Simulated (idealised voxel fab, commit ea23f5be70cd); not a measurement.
process module | voxel self aligned vias
cross-section cut | 235 nm wide | cells 5 nm
A cross-section is a grid of square cells, given in bands from the top down. A band is one or more rows of cells.
Each band's line starts with the height of the band's top and of its bottom, in nm. Then come its materials from left to right, each with its width in nm. One material with "throughout" fills the band from edge to edge. "air" is empty space.
Height 0 is the level under which the wafer as received is all one material. The lowest band goes on downwards, as in "0 down".
A width such as "30 to 40" changes by the same amount from each row of cells to the next, from the band's top row to its bottom row.
"no change" after a step means that no cell of the cross-section changed.
closed voids: empty space of 8 cells or more with no open way to the top, each as width x height at its distance from the left edge, in nm
after a step's settings: what the simulator itself notes on the step
overlay nm, on a step with a mask: how far to the right of its planned place the mask lay; to the left if negative
plan
1 op RECEIVE | material Si
2 op CONFORMAL_DEP | material SiO2 | thk nm 10
3 op CONFORMAL_DEP | material SiCN | thk nm 5
4 op DIRECTIONAL_DEP | material lowk | thk nm 20
5 op PATTERN | tone open | mask id LINES | material resist | width nm 20 | pitch nm 60 | thk nm 20 | overlay nm 0
6 op DIRECTIONAL_ETCH | etch materials lowk | depth nm 20
7 op STRIP | etch materials resist
8 op CONFORMAL_DEP | material TiN | thk nm 5
9 op FILL_DEP | material W | thk nm 5
10 op CMP | height nm 35
11 op SELECTIVE_ETCH | etch materials W Ru TiN | depth nm 10
12 op FILL_DEP | material SiN | thk nm 10
13 op CMP | height nm 35
14 op DIRECTIONAL_DEP | material lowk | thk nm 15
15 op PATTERN | tone open | mask id VIAS | material resist | width nm 40 | pitch nm 60 | thk nm 20 | overlay nm 0
16 op DIRECTIONAL_ETCH | etch materials lowk | depth nm 15
17 op DIRECTIONAL_ETCH | etch materials SiN | depth nm 10
18 op STRIP | etch materials resist
19 op CONFORMAL_DEP | material TiN | thk nm 5
20 op FILL_DEP | material W | thk nm 5
21 op CMP | height nm 50
22 op CONFORMAL_DEP | material SiCN | thk nm 5
as received, after step 1
  0 down: Si throughout
  closed voids: none
first wafer at the end, as planned
  55 to 50: SiCN throughout
  50 to 40: lowk 35 | TiN 5 | W 30 | TiN 5 | lowk 20 | TiN 5 | W 30 | TiN 5 | lowk 20 | TiN 5 | W 30 | TiN 5 | lowk 40
  40 to 30: lowk 35 to 45 | TiN 15 to 5 | W 10 | TiN 15 to 5 | lowk 20 to 40 | TiN 15 to 5 | W 10 | TiN 15 to 5 | lowk 20 to 40 | TiN 15 to 5 | W 10 | TiN 15 to 5 | lowk 40 to 50
  30 to 25: lowk 45 | TiN 20 | lowk 40 | TiN 20 | lowk 40 | TiN 20 | lowk 50
  25 to 20: lowk 45 | TiN 5 | W 10 | TiN 5 | lowk 40 | TiN 5 | W 10 | TiN 5 | lowk 40 | TiN 5 | W 10 | TiN 5 | lowk 50
  20 to 15: lowk 45 | TiN 20 | lowk 40 | TiN 20 | lowk 40 | TiN 20 | lowk 50
  15 to 10: SiCN throughout
  10 to 0: SiO2 throughout
  0 down: Si throughout
  closed voids: none
second wafer at the end: like start, like plan, one mistake
  55 to 50: SiCN throughout
  50 to 40: lowk 35 | TiN 5 | W 30 | TiN 5 | lowk 20 | TiN 5 | W 30 | TiN 5 | lowk 20 | TiN 5 | W 30 | TiN 5 | lowk 40
  40 to 35: lowk 35 | TiN 40 | lowk 20 | TiN 40 | lowk 20 | TiN 40 | lowk 40
  35 to 30: SiCN throughout
  30 to 10: lowk throughout
  10 to 0: SiO2 throughout
  0 down: Si throughout
  closed voids: none
what went wrong: steps 3 and 4 were swapped
at the end the second wafer has, in cells: 30 fewer of TiN | 18 fewer of W | 48 more of lowk
